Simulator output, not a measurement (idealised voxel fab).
The name of this process module is voxel self aligned vias.
Square cell edge 5 nm, section width 210 nm, ID cut.
Cross-sections here: square-cell grids, written as top-down lists of bands, a band being one or more rows of cells.
Band: top and bottom heights (nm) first, top before bottom; then materials from left to right, widths in nm. "edge to edge" marks a sole material filling the band edge to edge. "empty" denotes empty space.
Height reference: 0 = level under which incoming wafer is all one material. Lowest band: no bottom, runs on downward, e.g. "from 0 down".
Graded width ("30->40"): value in top row of band = first number; value in bottom row = second number; row-to-row change constant.
Where the words "stayed the same" appear for a step, the cross-section shows no cell changed by that step; every cell remained as before.
"Closed void roster" - sealed voids, min. 8 cells, no opening to top; format: width x height at distance (distance from left edge; nm throughout).
Anything after a step's settings on that line? It's the simulator's own note about the step.
overlay nm: right-of-plan distance of the mask on a masked step; negative values mean left-of-plan.

-- So here's the lineup of process steps we planned
1: RECEIVE | material Si
2: CONFORMAL_DEP | material SiO2 | thk nm 15
3: CONFORMAL_DEP | material SiCN | thk nm 5
4: DIRECTIONAL_DEP | material SiO2 | thk nm 20
5: PATTERN | tone open | mask id LINES | material resist | width nm 20 | pitch nm 55 | thk nm 15 | overlay nm 0
6: DIRECTIONAL_ETCH | etch materials SiO2 | depth nm 20
7: STRIP | etch materials resist
8: CONFORMAL_DEP | material TiN | thk nm 5
9: FILL_DEP | material Ru | thk nm 5
10: CMP | height nm 40
11: SELECTIVE_ETCH | etch materials W Ru TiN | depth nm 10
12: FILL_DEP | material SiN | thk nm 10
13: CMP | height nm 40
14: DIRECTIONAL_DEP | material SiO2 | thk nm 20
15: MASKED_ETCH | tone open | mask id VIAS | width nm 40 | pitch nm 110 | etch materials SiO2 | depth nm 20 | overlay nm 0
16: MASKED_ETCH | tone open | mask id VIAS | width nm 40 | pitch nm 110 | etch materials SiN | depth nm 10 | overlay nm 0
17: CONFORMAL_DEP | material TiN | thk nm 5
18: FILL_DEP | material Cu | thk nm 10
19: CMP | height nm 60
20: CONFORMAL_DEP | material SiCN | thk nm 5

-- Here's what the wafer looked like in cross-section when it arrived - that's after step 1
- from 0 down = Si edge to edge
- Closed void roster: none

-- First of two wafers, end-of-module section, run followed plan
- from 65 to 60 = SiCN edge to edge
- from 60 to 45 = SiO2: 30, TiN: 5, Cu: 30, TiN: 5, SiO2: 70, TiN: 5, Cu: 30, TiN: 5, SiO2: 30
- from 45 to 40 = SiO2: 30, TiN: 15, Cu: 10, TiN: 15, SiO2: 70, TiN: 15, Cu: 10, TiN: 15, SiO2: 30
- from 40 to 35 = SiO2: 40, TiN: 5, Cu: 10, TiN: 5, SiO2: 35, SiN: 20, SiO2: 35, TiN: 5, Cu: 10, TiN: 5, SiO2: 40
- from 35 to 30 = SiO2: 40, TiN: 20, SiO2: 35, SiN: 20, SiO2: 35, TiN: 20, SiO2: 40
- from 30 to 25 = SiO2: 40, TiN: 5, Ru: 10, TiN: 5, SiO2: 35, TiN: 5, Ru: 10, TiN: 5, SiO2: 35, TiN: 5, Ru: 10, TiN: 5, SiO2: 40
- from 25 to 20 = SiO2: 40, TiN: 20, SiO2: 35, TiN: 20, SiO2: 35, TiN: 20, SiO2: 40
- from 20 to 15 = SiCN edge to edge
- from 15 to 0 = SiO2 edge to edge
- from 0 down = Si edge to edge
- Closed void roster: none

-- End-of-module cross-section of the second wafer: identical starting point and process plan to the first, with one processing mistake
- from 65 to 60 = SiCN edge to edge
- from 60 to 45 = SiO2: 30, TiN: 5, Cu: 30, TiN: 5, SiO2: 70, TiN: 5, Cu: 30, TiN: 5, SiO2: 30
- from 45 to 40 = SiO2: 30, TiN: 15, Cu: 10, TiN: 15, SiO2: 70, TiN: 15, Cu: 10, TiN: 15, SiO2: 30
- from 40 to 35 = SiO2: 40, TiN: 5, Cu: 10, TiN: 5, SiO2: 35, SiN: 20, SiO2: 35, TiN: 5, Cu: 10, TiN: 5, SiO2: 40
- from 35 to 30 = SiO2: 40, TiN: 20, SiO2: 35, SiN: 20, SiO2: 35, TiN: 20, SiO2: 40
- from 30 to 25 = SiO2: 40, TiN: 5, Ru: 10, TiN: 5, SiO2: 35, TiN: 5, Ru: 10, TiN: 5, SiO2: 35, TiN: 5, Ru: 10, TiN: 5, SiO2: 40
- from 25 to 20 = SiO2: 40, TiN: 20, SiO2: 35, TiN: 20, SiO2: 35, TiN: 20, SiO2: 40
- from 20 to 5 = SiO2 edge to edge
- from 5 to 0 = SiCN edge to edge
- from 0 down = Si edge to edge
- Closed void roster: none
In executing the process, a mistake was made relative to the plan: steps 2 and 3 got flipped, so each one ran where the other should have
By the end, you'd get the same cell count for each material on either wafer, but the second wafer puts them somewhere else.
